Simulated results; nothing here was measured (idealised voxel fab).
This section sets out a process module, namely voxel capacitor over wiring.
Square cell edge 5 nm, section width 235 nm, ID cut.
In this document a cross-section is written as a grid of square cells. It is given as a series of bands, listed from the top down, and a band is one or more rows of cells.
Band: top and bottom heights (nm) first, top before bottom; then materials from left to right, widths in nm. "full width" marks a sole material filling the band edge to edge. "blank" denotes empty space.
Zero point of the height axis is 0; under it, received wafer = one material. Lowest band: continues down indefinitely, "from 0 down".
The two numbers in a width such as "30 to 40" mark its ends across the band: the first belongs to the top row of cells, the second to the bottom row, and from each row to the next the width moves by the same amount.
Basically "everything unchanged" means that step didn't change any cell in the cross-section.
"Entrapped void list": sealed empty spaces, 8 cells or more, no open way to top, listed width x height at distance, with distance from the left edge and width, height and distance in nm.
Anything after a step's settings on that line? It's the simulator's own note about the step.
On any step carrying a mask, the "overlay nm" setting, if present on the step's line, tells how far right of its planned place the mask lay; negative values point to the left.
Guide to the pairs. Each holds a before and an after cross-section around one process step; the after cross-section is cut off at the lowest band that changed. Look under the pair for the step between them and its settings. Pairs can come from different runs of this module on the same starting wafer, so a pair follows on from the one above it only where its entry headed "Before the process" says it does.
Before the process
* from 70 to 55  60 blank, then 25 aC, then 60 blank, then 25 aC, then 65 blank
* from 55 to 35  W full width
* from 35 to 30  TiN full width
* from 30 to 0  SiO2 full width
* from 0 down  Si full width
* Entrapped void list: none
As Processed
* from 70 to 55  60 blank, then 25 aC, then 60 blank, then 25 aC, then 65 blank
* from 55 to 35  60 blank, then 25 W, then 60 blank, then 25 W, then 65 blank
* Unchanged below 35.
* Entrapped void list: none
Which process step falls between the two cross-sections above? op DIRECTIONAL_ETCH | etch materials W | depth nm 20
Before the process: The prior state of this step coincides with the post-step cross-section of the pair just above.
As Processed
* from 70 to 55  60 blank, then 25 aC, then 60 blank, then 25 aC, then 65 blank
* from 55 to 35  60 blank, then 25 W, then 60 blank, then 25 W, then 65 blank
* from 35 to 30  60 blank, then 25 TiN, then 60 blank, then 25 TiN, then 65 blank
* Unchanged below 30.
* Entrapped void list: none
Which process step falls between the two cross-sections above? op DIRECTIONAL_ETCH | etch materials TiN | depth nm 5
Before the process: The prior state of this step coincides with the post-step cross-section of the pair just above.
As Processed
* from 55 to 35  60 blank, then 25 W, then 60 blank, then 25 W, then 65 blank
* Unchanged below 35.
* Entrapped void list: none
Which process step falls between the two cross-sections above? op STRIP | etch materials aC
Before the process: The prior state of this step coincides with the post-step cross-section of the pair just above.
As Processed
* from 65 to 55  SiO2 full width
* from 55 to 35  60 SiO2, then 25 W, then 60 SiO2, then 25 W, then 65 SiO2
* from 35 to 30  60 SiO2, then 25 TiN, then 60 SiO2, then 25 TiN, then 65 SiO2
* Unchanged below 30.
* Entrapped void list: none
Which process step falls between the two cross-sections above? op FILL_DEP | material SiO2 | thk nm 10
Before the process: The prior state of this step coincides with the post-step cross-section of the pair just above.
As Processed
* from 40 to 35  60 SiO2, then 25 W, then 60 SiO2, then 25 W, then 65 SiO2
* Unchanged below 35.
* Entrapped void list: none
Which process step falls between the two cross-sections above? op CMP | height nm 40
Before the process: The prior state of this step coincides with the post-step cross-section of the pair just above.
As Processed
* from 45 to 40  SiCN full width
* Unchanged below 40.
* Entrapped void list: none
Which process step falls between the two cross-sections above? op CONFORMAL_DEP | material SiCN | thk nm 5
Before the process: The prior state of this step coincides with the post-step cross-section of the pair just above.
As Processed
* from 60 to 45  lowk full width
* Unchanged below 45.
* Entrapped void list: none
Which process step falls between the two cross-sections above? op DIRECTIONAL_DEP | material lowk | thk nm 15
Before the process: The prior state of this step coincides with the post-step cross-section of the pair just above.
As Processed
* from 60 to 45  70 lowk, then 15 blank, then 150 lowk
* Unchanged below 45.
* Entrapped void list: none
Which process step falls between the two cross-sections above? op MASKED_ETCH | tone open | mask id PLUG_1 | width nm 15 | etch materials lowk | depth nm 15 | overlay nm 0
Before the process: The prior state of this step coincides with the post-step cross-section of the pair just above.
As Processed
* from 60 to 45  70 lowk, then 15 blank, then 150 lowk
* from 45 to 40  70 SiCN, then 15 blank, then 150 SiCN
* Unchanged below 40.
* Entrapped void list: none
Which process step falls between the two cross-sections above? op MASKED_ETCH | tone open | mask id PLUG_1 | width nm 15 | etch materials SiCN | depth nm 5 | overlay nm 0
Before the process: The prior state of this step coincides with the post-step cross-section of the pair just above.
As Processed
* from 65 to 60  75 TiN, then 5 blank, then 155 TiN
* from 60 to 45  70 lowk, then 5 TiN, then 5 blank, then 5 TiN, then 150 lowk
* from 45 to 40  70 SiCN, then 15 TiN, then 150 SiCN
* Unchanged below 40.
* Entrapped void list: none
Which process step falls between the two cross-sections above? op CONFORMAL_DEP | material TiN | thk nm 5
Before the process: The prior state of this step coincides with the post-step cross-section of the pair just above.
As Processed
* from 75 to 65  Ru full width
* from 65 to 60  75 TiN, then 5 Ru, then 155 TiN
* from 60 to 45  70 lowk, then 5 TiN, then 5 Ru, then 5 TiN, then 150 lowk
* Unchanged below 45.
* Entrapped void list: none
Which process step falls between the two cross-sections above? op FILL_DEP | material Ru | thk nm 10
Before the process: The prior state of this step coincides with the post-step cross-section of the pair just above.
As Processed
* from 60 to 45  70 lowk, then 5 TiN, then 5 Ru, then 5 TiN, then 150 lowk
* Unchanged below 45.
* Entrapped void list: none
Which process step falls between the two cross-sections above? op CMP | height nm 60
Before the process: The prior state of this step coincides with the post-step cross-section of the pair just above.
As Processed
* from 65 to 60  TiN full width
* Unchanged below 60.
* Entrapped void list: none
Which process step falls between the two cross-sections above? op DIRECTIONAL_DEP | material TiN | thk nm 5
Before the process: The prior state of this step coincides with the post-step cross-section of the pair just above.
As Processed
* from 70 to 65  SiN full width
* Unchanged below 65.
* Entrapped void list: none
Which process step falls between the two cross-sections above? op DIRECTIONAL_DEP | material SiN | thk nm 5
Before the process: The prior state of this step coincides with the post-step cross-section of the pair just above.
As Processed
* from 80 to 70  TiN full width
* Unchanged below 70.
* Entrapped void list: none
Which process step falls between the two cross-sections above? op DIRECTIONAL_DEP | material TiN | thk nm 10
Before the process: The prior state of this step coincides with the post-step cross-section of the pair just above.
As Processed
* from 90 to 80  aC full width
* Unchanged below 80.
* Entrapped void list: none
Which process step falls between the two cross-sections above? op DIRECTIONAL_DEP | material aC | thk nm 10
Before the process: The prior state of this step coincides with the post-step cross-section of the pair just above.
As Processed
* from 115 to 90  70 blank, then 65 resist, then 100 blank
* Unchanged below 90.
* Entrapped void list: none
Which process step falls between the two cross-sections above? op PATTERN | tone cover | mask id UPPER_PLATE | material resist | width nm 65 | thk nm 25 | overlay nm 0
Before the process: The prior state of this step coincides with the post-step cross-section of the pair just above.
As Processed
* from 105 to 90  70 blank, then 65 resist, then 100 blank
* from 90 to 80  70 blank, then 65 aC, then 100 blank
* Unchanged below 80.
* Entrapped void list: none
Which process step falls between the two cross-sections above? op DIRECTIONAL_ETCH | etch materials aC | depth nm 10
Before the process: The prior state of this step coincides with the post-step cross-section of the pair just above.
As Processed
* from 90 to 80  70 blank, then 65 aC, then 100 blank
* Unchanged below 80.
* Entrapped void list: none
Which process step falls between the two cross-sections above? op STRIP | etch materials resist
Before the process: The prior state of this step coincides with the post-step cross-section of the pair just above.
As Processed
* from 90 to 80  70 blank, then 65 aC, then 100 blank
* from 80 to 70  70 blank, then 65 TiN, then 100 blank
* Unchanged below 70.
* Entrapped void list: none
Which process step falls between the two cross-sections above? op DIRECTIONAL_ETCH | etch materials TiN | depth nm 10
Before the process: The prior state of this step coincides with the post-step cross-section of the pair just above.
As Processed
* from 90 to 80  70 blank, then 65 aC, then 100 blank
* from 80 to 70  70 blank, then 65 TiN, then 100 blank
* from 70 to 65  70 blank, then 65 SiN, then 100 blank
* Unchanged below 65.
* Entrapped void list: none
Which process step falls between the two cross-sections above? op DIRECTIONAL_ETCH | etch materials SiN | depth nm 5
Before the process: The prior state of this step coincides with the post-step cross-section of the pair just above.
As Processed
* from 80 to 70  70 blank, then 65 TiN, then 100 blank
* Unchanged below 70.
* Entrapped void list: none
Which process step falls between the two cross-sections above? op STRIP | etch materials aC
Before the process: The prior state of this step coincides with the post-step cross-section of the pair just above.
As Processed
* from 90 to 80  70 blank, then 65 aC, then 100 blank
* from 80 to 75  70 blank, then 65 TiN, then 100 blank
* from 75 to 70  70 aC, then 65 TiN, then 100 aC
* from 70 to 65  70 aC, then 65 SiN, then 100 aC
* Unchanged below 65.
* Entrapped void list: none
Which process step falls between the two cross-sections above? op DIRECTIONAL_DEP | material aC | thk nm 10
Before the process: The prior state of this step coincides with the post-step cross-section of the pair just above.
As Processed
* from 120 to 90  65 blank, then 75 resist, then 95 blank
* from 90 to 80  65 blank, then 5 resist, then 65 aC, then 5 resist, then 95 blank
* from 80 to 75  65 blank, then 5 resist, then 65 TiN, then 5 resist, then 95 blank
* Unchanged below 75.
* Entrapped void list: none
Which process step falls between the two cross-sections above? op PATTERN | tone cover | mask id LOWER_PLATE | material resist | width nm 75 | thk nm 30 | overlay nm 0
Before the process: The prior state of this step coincides with the post-step cross-section of the pair just above.
As Processed
* from 110 to 90  65 blank, then 75 resist, then 95 blank
* from 90 to 80  65 blank, then 5 resist, then 65 aC, then 5 resist, then 95 blank
* from 80 to 75  65 blank, then 5 resist, then 65 TiN, then 5 resist, then 95 blank
* from 75 to 70  65 blank, then 5 aC, then 65 TiN, then 5 aC, then 95 blank
* from 70 to 65  65 blank, then 5 aC, then 65 SiN, then 5 aC, then 95 blank
* Unchanged below 65.
* Entrapped void list: none
Which process step falls between the two cross-sections above? op DIRECTIONAL_ETCH | etch materials aC | depth nm 10
Before the process: The prior state of this step coincides with the post-step cross-section of the pair just above.
As Processed
* from 90 to 80  70 blank, then 65 aC, then 100 blank
* from 80 to 75  70 blank, then 65 TiN, then 100 blank
* Unchanged below 75.
* Entrapped void list: none
Which process step falls between the two cross-sections above? op STRIP | etch materials resist
Before the process: The prior state of this step coincides with the post-step cross-section of the pair just above.
As Processed
* from 90 to 80  70 blank, then 65 aC, then 100 blank
* from 80 to 75  70 blank, then 65 TiN, then 100 blank
* from 75 to 70  65 blank, then 5 aC, then 65 TiN, then 5 aC, then 95 blank
* from 70 to 65  65 blank, then 5 aC, then 65 SiN, then 5 aC, then 95 blank
* from 65 to 60  65 blank, then 75 TiN, then 95 blank
* Unchanged below 60.
* Entrapped void list: none
Which process step falls between the two cross-sections above? op DIRECTIONAL_ETCH | etch materials TiN | depth nm 5
Before the process: The prior state of this step coincides with the post-step cross-section of the pair just above.
As Processed
* from 80 to 70  70 blank, then 65 TiN, then 100 blank
* from 70 to 65  70 blank, then 65 SiN, then 100 blank
* Unchanged below 65.
* Entrapped void list: none
Which process step falls between the two cross-sections above? op STRIP | etch materials aC
Before the process: The prior state of this step coincides with the post-step cross-section of the pair just above.
As Processed
* from 95 to 80  SiO2 full width
* from 80 to 70  70 SiO2, then 65 TiN, then 100 SiO2
* from 70 to 65  70 SiO2, then 65 SiN, then 100 SiO2
* from 65 to 60  65 SiO2, then 75 TiN, then 95 SiO2
* Unchanged below 60.
* Entrapped void list: none
Which process step falls between the two cross-sections above? op FILL_DEP | material SiO2 | thk nm 15
Before the process: The prior state of this step coincides with the post-step cross-section of the pair just above.
As Processed
* from 90 to 80  SiO2 full width
* Unchanged below 80.
* Entrapped void list: none
Which process step falls between the two cross-sections above? op CMP | height nm 90
Before the process: The prior state of this step coincides with the post-step cross-section of the pair just above.
As Processed
* from 110 to 90  80 resist, then 15 blank, then 140 resist
* Unchanged below 90.
* Entrapped void list: none
Which process step falls between the two cross-sections above? op PATTERN | tone open | mask id PLUG_2 | material resist | width nm 15 | thk nm 20 | overlay nm 0
Before the process: The prior state of this step coincides with the post-step cross-section of the pair just above.
As Processed
* from 110 to 90  80 resist, then 15 blank, then 140 resist
* from 90 to 80  80 SiO2, then 15 blank, then 140 SiO2
* Unchanged below 80.
* Entrapped void list: none
Which process step falls between the two cross-sections above? op DIRECTIONAL_ETCH | etch materials SiO2 | depth nm 10
Before the process: The prior state of this step coincides with the post-step cross-section of the pair just above.
As Processed
* from 90 to 80  80 SiO2, then 15 blank, then 140 SiO2
* Unchanged below 80.
* Entrapped void list: none
Which process step falls between the two cross-sections above? op STRIP | etch materials resist
Before the process: The prior state of this step coincides with the post-step cross-section of the pair just above.
As Processed
* from 95 to 90  85 TiN, then 5 blank, then 145 TiN
* from 90 to 85  80 SiO2, then 5 TiN, then 5 blank, then 5 TiN, then 140 SiO2
* from 85 to 80  80 SiO2, then 15 TiN, then 140 SiO2
* Unchanged below 80.
* Entrapped void list: none
Which process step falls between the two cross-sections above? op CONFORMAL_DEP | material TiN | thk nm 5
Before the process: The prior state of this step coincides with the post-step cross-section of the pair just above.
As Processed
* from 100 to 95  Cu full width
* from 95 to 90  85 TiN, then 5 Cu, then 145 TiN
* from 90 to 85  80 SiO2, then 5 TiN, then 5 Cu, then 5 TiN, then 140 SiO2
* Unchanged below 85.
* Entrapped void list: none
Which process step falls between the two cross-sections above? op FILL_DEP | material Cu | thk nm 5
Before the process: The prior state of this step coincides with the post-step cross-section of the pair just above.
As Processed
* from 90 to 85  80 SiO2, then 5 TiN, then 5 Cu, then 5 TiN, then 140 SiO2
* Unchanged below 85.
* Entrapped void list: none
Which process step falls between the two cross-sections above? op CMP | height nm 90
Before the process: The prior state of this step coincides with the post-step cross-section of the pair just above.
As Processed
* from 95 to 90  SiN full width
* Unchanged below 90.
* Entrapped void list: none
Which process step falls between the two cross-sections above? op CONFORMAL_DEP | material SiN | thk nm 5
Before the process
* from 65 to 60  TiN full width
* from 60 to 45  70 lowk, then 5 TiN, then 5 Ru, then 5 TiN, then 150 lowk
* from 45 to 40  70 SiCN, then 15 TiN, then 150 SiCN
* from 40 to 20  60 SiO2, then 25 W, then 60 SiO2, then 25 W, then 65 SiO2
* from 20 to 15  60 SiO2, then 25 TiN, then 60 SiO2, then 25 TiN, then 65 SiO2
* from 15 to 0  SiO2 full width
* from 0 down  Si full width
* Entrapped void list: none
As Processed
* from 75 to 60  TiN full width
* Unchanged below 60.
* Entrapped void list: none
Which process step falls between the two cross-sections above? op DIRECTIONAL_DEP | material TiN | thk nm 10
Before the process: The prior state of this step coincides with the post-step cross-section of the pair just above.
As Processed
* from 80 to 75  SiN full width
* Unchanged below 75.
* Entrapped void list: none
Which process step falls between the two cross-sections above? op DIRECTIONAL_DEP | material SiN | thk nm 5
Before the process: The prior state of this step coincides with the post-step cross-section of the pair just above.
As Processed
* from 90 to 80  aC full width
* Unchanged below 80.
* Entrapped void list: none
Which process step falls between the two cross-sections above? op DIRECTIONAL_DEP | material aC | thk nm 10
Before the process: The prior state of this step coincides with the post-step cross-section of the pair just above.
As Processed
* from 115 to 90  70 blank, then 65 resist, then 100 blank
* Unchanged below 90.
* Entrapped void list: none
Which process step falls between the two cross-sections above? op PATTERN | tone cover | mask id UPPER_PLATE | material resist | width nm 65 | thk nm 25 | overlay nm 0
Before the process: The prior state of this step coincides with the post-step cross-section of the pair just above.
As Processed
* from 105 to 90  70 blank, then 65 resist, then 100 blank
* from 90 to 80  70 blank, then 65 aC, then 100 blank
* Unchanged below 80.
* Entrapped void list: none
Which process step falls between the two cross-sections above? op DIRECTIONAL_ETCH | etch materials aC | depth nm 10
Before the process: The prior state of this step coincides with the post-step cross-section of the pair just above.
As Processed
* from 90 to 80  70 blank, then 65 aC, then 100 blank
* Unchanged below 80.
* Entrapped void list: none
Which process step falls between the two cross-sections above? op STRIP | etch materials resist
Before the process: The prior state of this step coincides with the post-step cross-section of the pair just above.
As Processed
* from 90 to 80  70 blank, then 65 aC, then 100 blank
* from 80 to 75  70 blank, then 65 SiN, then 100 blank
* Unchanged below 75.
* Entrapped void list: none
Which process step falls between the two cross-sections above? op DIRECTIONAL_ETCH | etch materials SiN | depth nm 5
Before the process: The prior state of this step coincides with the post-step cross-section of the pair just above.
As Processed
* from 80 to 75  70 blank, then 65 SiN, then 100 blank
* Unchanged below 75.
* Entrapped void list: none
Which process step falls between the two cross-sections above? op STRIP | etch materials aC
Before the process: The prior state of this step coincides with the post-step cross-section of the pair just above.
As Processed
* from 90 to 85  70 blank, then 65 aC, then 100 blank
* from 85 to 80  aC full width
* from 80 to 75  70 aC, then 65 SiN, then 100 aC
* Unchanged below 75.
* Entrapped void list: none
Which process step falls between the two cross-sections above? op DIRECTIONAL_DEP | material aC | thk nm 10
Before the process: The prior state of this step coincides with the post-step cross-section of the pair just above.
As Processed
* from 120 to 90  65 blank, then 75 resist, then 95 blank
* from 90 to 85  65 blank, then 5 resist, then 65 aC, then 5 resist, then 95 blank
* Unchanged below 85.
* Entrapped void list: none
Which process step falls between the two cross-sections above? op PATTERN | tone cover | mask id LOWER_PLATE | material resist | width nm 75 | thk nm 30 | overlay nm 0
Before the process: The prior state of this step coincides with the post-step cross-section of the pair just above.
As Processed
* from 110 to 90  65 blank, then 75 resist, then 95 blank
* from 90 to 85  65 blank, then 5 resist, then 65 aC, then 5 resist, then 95 blank
* from 85 to 80  65 blank, then 75 aC, then 95 blank
* from 80 to 75  65 blank, then 5 aC, then 65 SiN, then 5 aC, then 95 blank
* Unchanged below 75.
* Entrapped void list: none
Which process step falls between the two cross-sections above? op DIRECTIONAL_ETCH | etch materials aC | depth nm 10
Before the process: The prior state of this step coincides with the post-step cross-section of the pair just above.
As Processed
* from 90 to 80  70 to 65 blank, then 65 to 75 aC, then 100 to 95 blank
* Unchanged below 80.
* Entrapped void list: none
Which process step falls between the two cross-sections above? op STRIP | etch materials resist
Before the process: The prior state of this step coincides with the post-step cross-section of the pair just above.
As Processed
* from 90 to 80  70 to 65 blank, then 65 to 75 aC, then 100 to 95 blank
* from 80 to 75  65 blank, then 5 aC, then 65 SiN, then 5 aC, then 95 blank
* from 75 to 70  65 blank, then 75 TiN, then 95 blank
* Unchanged below 70.
* Entrapped void list: none
Which process step falls between the two cross-sections above? op DIRECTIONAL_ETCH | etch materials TiN | depth nm 5
Before the process: The prior state of this step coincides with the post-step cross-section of the pair just above.
As Processed
* from 80 to 75  70 blank, then 65 SiN, then 100 blank
* Unchanged below 75.
* Entrapped void list: none
Which process step falls between the two cross-sections above? op STRIP | etch materials aC
Before the process: The prior state of this step coincides with the post-step cross-section of the pair just above.
As Processed
* from 95 to 80  SiO2 full width
* from 80 to 75  70 SiO2, then 65 SiN, then 100 SiO2
* from 75 to 70  65 SiO2, then 75 TiN, then 95 SiO2
* Unchanged below 70.
* Entrapped void list: none
Which process step falls between the two cross-sections above? op FILL_DEP | material SiO2 | thk nm 15
Before the process: The prior state of this step coincides with the post-step cross-section of the pair just above.
As Processed
* from 90 to 80  SiO2 full width
* Unchanged below 80.
* Entrapped void list: none
Which process step falls between the two cross-sections above? op CMP | height nm 90
Before the process: The prior state of this step coincides with the post-step cross-section of the pair just above.
As Processed
* from 110 to 90  80 resist, then 15 blank, then 140 resist
* Unchanged below 90.
* Entrapped void list: none
Which process step falls between the two cross-sections above? op PATTERN | tone open | mask id PLUG_2 | material resist | width nm 15 | thk nm 20 | overlay nm 0
Before the process: The prior state of this step coincides with the post-step cross-section of the pair just above.
As Processed
* from 110 to 90  80 resist, then 15 blank, then 140 resist
* from 90 to 80  80 SiO2, then 15 blank, then 140 SiO2
* Unchanged below 80.
* Entrapped void list: none
Which process step falls between the two cross-sections above? op DIRECTIONAL_ETCH | etch materials SiO2 | depth nm 10
Before the process: The prior state of this step coincides with the post-step cross-section of the pair just above.
As Processed
* from 90 to 80  80 SiO2, then 15 blank, then 140 SiO2
* Unchanged below 80.
* Entrapped void list: none
Which process step falls between the two cross-sections above? op STRIP | etch materials resist
Before the process: The prior state of this step coincides with the post-step cross-section of the pair just above.
As Processed
* from 95 to 90  85 TiN, then 5 blank, then 145 TiN
* from 90 to 85  80 SiO2, then 5 TiN, then 5 blank, then 5 TiN, then 140 SiO2
* from 85 to 80  80 SiO2, then 15 TiN, then 140 SiO2
* Unchanged below 80.
* Entrapped void list: none
Which process step falls between the two cross-sections above? op CONFORMAL_DEP | material TiN | thk nm 5
Before the process: The prior state of this step coincides with the post-step cross-section of the pair just above.
As Processed
* from 100 to 95  Cu full width
* from 95 to 90  85 TiN, then 5 Cu, then 145 TiN
* from 90 to 85  80 SiO2, then 5 TiN, then 5 Cu, then 5 TiN, then 140 SiO2
* Unchanged below 85.
* Entrapped void list: none
Which process step falls between the two cross-sections above? op FILL_DEP | material Cu | thk nm 5
Before the process: The prior state of this step coincides with the post-step cross-section of the pair just above.
As Processed
* from 90 to 85  80 SiO2, then 5 TiN, then 5 Cu, then 5 TiN, then 140 SiO2
* Unchanged below 85.
* Entrapped void list: none
Which process step falls between the two cross-sections above? op CMP | height nm 90
Before the process: The prior state of this step coincides with the post-step cross-section of the pair just above.
As Processed
* from 95 to 90  SiN full width
* Unchanged below 90.
* Entrapped void list: none
Which process step falls between the two cross-sections above? op CONFORMAL_DEP | material SiN | thk nm 5
Before the process
* from 20 to 15  TiN full width
* from 15 to 0  SiO2 full width
* from 0 down  Si full width
* Entrapped void list: none
As Processed
* from 30 to 20  W full width
* Unchanged below 20.
* Entrapped void list: none
Which process step falls between the two cross-sections above? op DIRECTIONAL_DEP | material W | thk nm 10
Before the process: The prior state of this step coincides with the post-step cross-section of the pair just above.
As Processed
* from 45 to 30  aC full width
* Unchanged below 30.
* Entrapped void list: none
Which process step falls between the two cross-sections above? op DIRECTIONAL_DEP | material aC | thk nm 15
Before the process: The prior state of this step coincides with the post-step cross-section of the pair just above.
As Processed
* from 80 to 45  60 blank, then 25 resist, then 60 blank, then 25 resist, then 65 blank
* Unchanged below 45.
* Entrapped void list: none
Which process step falls between the two cross-sections above? op PATTERN | tone cover | mask id METAL_1 | material resist | width nm 25 | pitch nm 85 | thk nm 35 | overlay nm 0
Before the process: The prior state of this step coincides with the post-step cross-section of the pair just above.
As Processed
* from 65 to 45  60 blank, then 25 resist, then 60 blank, then 25 resist, then 65 blank
* from 45 to 30  60 blank, then 25 aC, then 60 blank, then 25 aC, then 65 blank
* Unchanged below 30.
* Entrapped void list: none
Which process step falls between the two cross-sections above? op DIRECTIONAL_ETCH | etch materials aC | depth nm 15
Before the process: The prior state of this step coincides with the post-step cross-section of the pair just above.
As Processed
* from 45 to 30  60 blank, then 25 aC, then 60 blank, then 25 aC, then 65 blank
* Unchanged below 30.
* Entrapped void list: none
Which process step falls between the two cross-sections above? op STRIP | etch materials resist
Before the process: The prior state of this step coincides with the post-step cross-section of the pair just above.
As Processed
* from 45 to 30  60 blank, then 25 aC, then 60 blank, then 25 aC, then 65 blank
* from 30 to 20  60 blank, then 25 W, then 60 blank, then 25 W, then 65 blank
* Unchanged below 20.
* Entrapped void list: none
Which process step falls between the two cross-sections above? op DIRECTIONAL_ETCH | etch materials W | depth nm 20
Before the process: The prior state of this step coincides with the post-step cross-section of the pair just above.
As Processed
* from 45 to 30  60 blank, then 25 aC, then 60 blank, then 25 aC, then 65 blank
* from 30 to 20  60 blank, then 25 W, then 60 blank, then 25 W, then 65 blank
* from 20 to 15  60 blank, then 25 TiN, then 60 blank, then 25 TiN, then 65 blank
* Unchanged below 15.
* Entrapped void list: none
Which process step falls between the two cross-sections above? op DIRECTIONAL_ETCH | etch materials TiN | depth nm 5
Before the process: The prior state of this step coincides with the post-step cross-section of the pair just above.
As Processed
* from 30 to 20  60 blank, then 25 W, then 60 blank, then 25 W, then 65 blank
* Unchanged below 20.
* Entrapped void list: none
Which process step falls between the two cross-sections above? op STRIP | etch materials aC
Before the process: The prior state of this step coincides with the post-step cross-section of the pair just above.
As Processed
* from 40 to 30  SiO2 full width
* from 30 to 20  60 SiO2, then 25 W, then 60 SiO2, then 25 W, then 65 SiO2
* from 20 to 15  60 SiO2, then 25 TiN, then 60 SiO2, then 25 TiN, then 65 SiO2
* Unchanged below 15.
* Entrapped void list: none
Which process step falls between the two cross-sections above? op FILL_DEP | material SiO2 | thk nm 10
Before the process: The prior state of this step coincides with the post-step cross-section of the pair just above.
As Processed
* from 45 to 40  SiCN full width
* Unchanged below 40.
* Entrapped void list: none
Which process step falls between the two cross-sections above? op CONFORMAL_DEP | material SiCN | thk nm 5
Before the process: The prior state of this step coincides with the post-step cross-section of the pair just above.
As Processed
* from 60 to 45  lowk full width
* Unchanged below 45.
* Entrapped void list: none
Which process step falls between the two cross-sections above? op DIRECTIONAL_DEP | material lowk | thk nm 15
Before the process: The prior state of this step coincides with the post-step cross-section of the pair just above.
As Processed
* from 60 to 45  70 lowk, then 15 blank, then 150 lowk
* Unchanged below 45.
* Entrapped void list: none
Which process step falls between the two cross-sections above? op MASKED_ETCH | tone open | mask id PLUG_1 | width nm 15 | etch materials lowk | depth nm 15 | overlay nm 0
Before the process: The prior state of this step coincides with the post-step cross-section of the pair just above.
As Processed
* from 60 to 45  70 lowk, then 15 blank, then 150 lowk
* from 45 to 40  70 SiCN, then 15 blank, then 150 SiCN
* Unchanged below 40.
* Entrapped void list: none
Which process step falls between the two cross-sections above? op MASKED_ETCH | tone open | mask id PLUG_1 | width nm 15 | etch materials SiCN | depth nm 5 | overlay nm 0
Before the process: The prior state of this step coincides with the post-step cross-section of the pair just above.
As Processed
* from 65 to 60  75 TiN, then 5 blank, then 155 TiN
* from 60 to 45  70 lowk, then 5 TiN, then 5 blank, then 5 TiN, then 150 lowk
* from 45 to 40  70 SiCN, then 15 TiN, then 150 SiCN
* Unchanged below 40.
* Entrapped void list: none
Which process step falls between the two cross-sections above? op CONFORMAL_DEP | material TiN | thk nm 5
Before the process: The prior state of this step coincides with the post-step cross-section of the pair just above.
As Processed
* from 75 to 65  Ru full width
* from 65 to 60  75 TiN, then 5 Ru, then 155 TiN
* from 60 to 45  70 lowk, then 5 TiN, then 5 Ru, then 5 TiN, then 150 lowk
* Unchanged below 45.
* Entrapped void list: none
Which process step falls between the two cross-sections above? op FILL_DEP | material Ru | thk nm 10
Before the process: The prior state of this step coincides with the post-step cross-section of the pair just above.
As Processed
* from 60 to 45  70 lowk, then 5 TiN, then 5 Ru, then 5 TiN, then 150 lowk
* Unchanged below 45.
* Entrapped void list: none
Which process step falls between the two cross-sections above? op CMP | height nm 60
Before the process: The prior state of this step coincides with the post-step cross-section of the pair just above.
As Processed
* from 65 to 60  TiN full width
* Unchanged below 60.
* Entrapped void list: none
Which process step falls between the two cross-sections above? op DIRECTIONAL_DEP | material TiN | thk nm 5
Before the process: The prior state of this step coincides with the post-step cross-section of the pair just above.
As Processed
* from 70 to 65  SiN full width
* Unchanged below 65.
* Entrapped void list: none
Which process step falls between the two cross-sections above? op DIRECTIONAL_DEP | material SiN | thk nm 5
Before the process: The prior state of this step coincides with the post-step cross-section of the pair just above.
As Processed
* from 80 to 70  TiN full width
* Unchanged below 70.
* Entrapped void list: none
Which process step falls between the two cross-sections above? op DIRECTIONAL_DEP | material TiN | thk nm 10
Before the process: The prior state of this step coincides with the post-step cross-section of the pair just above.
As Processed
* from 90 to 80  aC full width
* Unchanged below 80.
* Entrapped void list: none
Which process step falls between the two cross-sections above? op DIRECTIONAL_DEP | material aC | thk nm 10
Before the process: The prior state of this step coincides with the post-step cross-section of the pair just above.
As Processed
* from 115 to 90  70 blank, then 65 resist, then 100 blank
* Unchanged below 90.
* Entrapped void list: none
Which process step falls between the two cross-sections above? op PATTERN | tone cover | mask id UPPER_PLATE | material resist | width nm 65 | thk nm 25 | overlay nm 0
Before the process: The prior state of this step coincides with the post-step cross-section of the pair just above.
As Processed
* from 105 to 90  70 blank, then 65 resist, then 100 blank
* from 90 to 80  70 blank, then 65 aC, then 100 blank
* Unchanged below 80.
* Entrapped void list: none
Which process step falls between the two cross-sections above? op DIRECTIONAL_ETCH | etch materials aC | depth nm 10
Before the process: The prior state of this step coincides with the post-step cross-section of the pair just above.
As Processed
* from 90 to 80  70 blank, then 65 aC, then 100 blank
* Unchanged below 80.
* Entrapped void list: none
Which process step falls between the two cross-sections above? op STRIP | etch materials resist
Before the process: The prior state of this step coincides with the post-step cross-section of the pair just above.
As Processed
* from 90 to 80  70 blank, then 65 aC, then 100 blank
* from 80 to 70  70 blank, then 65 TiN, then 100 blank
* Unchanged below 70.
* Entrapped void list: none
Which process step falls between the two cross-sections above? op DIRECTIONAL_ETCH | etch materials TiN | depth nm 10
Before the process: The prior state of this step coincides with the post-step cross-section of the pair just above.
As Processed
* from 90 to 80  70 blank, then 65 aC, then 100 blank
* from 80 to 70  70 blank, then 65 TiN, then 100 blank
* from 70 to 65  70 blank, then 65 SiN, then 100 blank
* Unchanged below 65.
* Entrapped void list: none
Which process step falls between the two cross-sections above? op DIRECTIONAL_ETCH | etch materials SiN | depth nm 5
Before the process: The prior state of this step coincides with the post-step cross-section of the pair just above.
As Processed
* from 80 to 70  70 blank, then 65 TiN, then 100 blank
* Unchanged below 70.
* Entrapped void list: none
Which process step falls between the two cross-sections above? op STRIP | etch materials aC
Before the process: The prior state of this step coincides with the post-step cross-section of the pair just above.
As Processed
* from 90 to 80  70 blank, then 65 aC, then 100 blank
* from 80 to 75  70 blank, then 65 TiN, then 100 blank
* from 75 to 70  70 aC, then 65 TiN, then 100 aC
* from 70 to 65  70 aC, then 65 SiN, then 100 aC
* Unchanged below 65.
* Entrapped void list: none
Which process step falls between the two cross-sections above? op DIRECTIONAL_DEP | material aC | thk nm 10
Before the process: The prior state of this step coincides with the post-step cross-section of the pair just above.
As Processed
* from 120 to 90  65 blank, then 75 resist, then 95 blank
* from 90 to 80  65 blank, then 5 resist, then 65 aC, then 5 resist, then 95 blank
* from 80 to 75  65 blank, then 5 resist, then 65 TiN, then 5 resist, then 95 blank
* Unchanged below 75.
* Entrapped void list: none
Which process step falls between the two cross-sections above? op PATTERN | tone cover | mask id LOWER_PLATE | material resist | width nm 75 | thk nm 30 | overlay nm 0
Before the process: The prior state of this step coincides with the post-step cross-section of the pair just above.
As Processed
* from 110 to 90  65 blank, then 75 resist, then 95 blank
* from 90 to 80  65 blank, then 5 resist, then 65 aC, then 5 resist, then 95 blank
* from 80 to 75  65 blank, then 5 resist, then 65 TiN, then 5 resist, then 95 blank
* from 75 to 70  65 blank, then 5 aC, then 65 TiN, then 5 aC, then 95 blank
* from 70 to 65  65 blank, then 5 aC, then 65 SiN, then 5 aC, then 95 blank
* Unchanged below 65.
* Entrapped void list: none
Which process step falls between the two cross-sections above? op DIRECTIONAL_ETCH | etch materials aC | depth nm 10
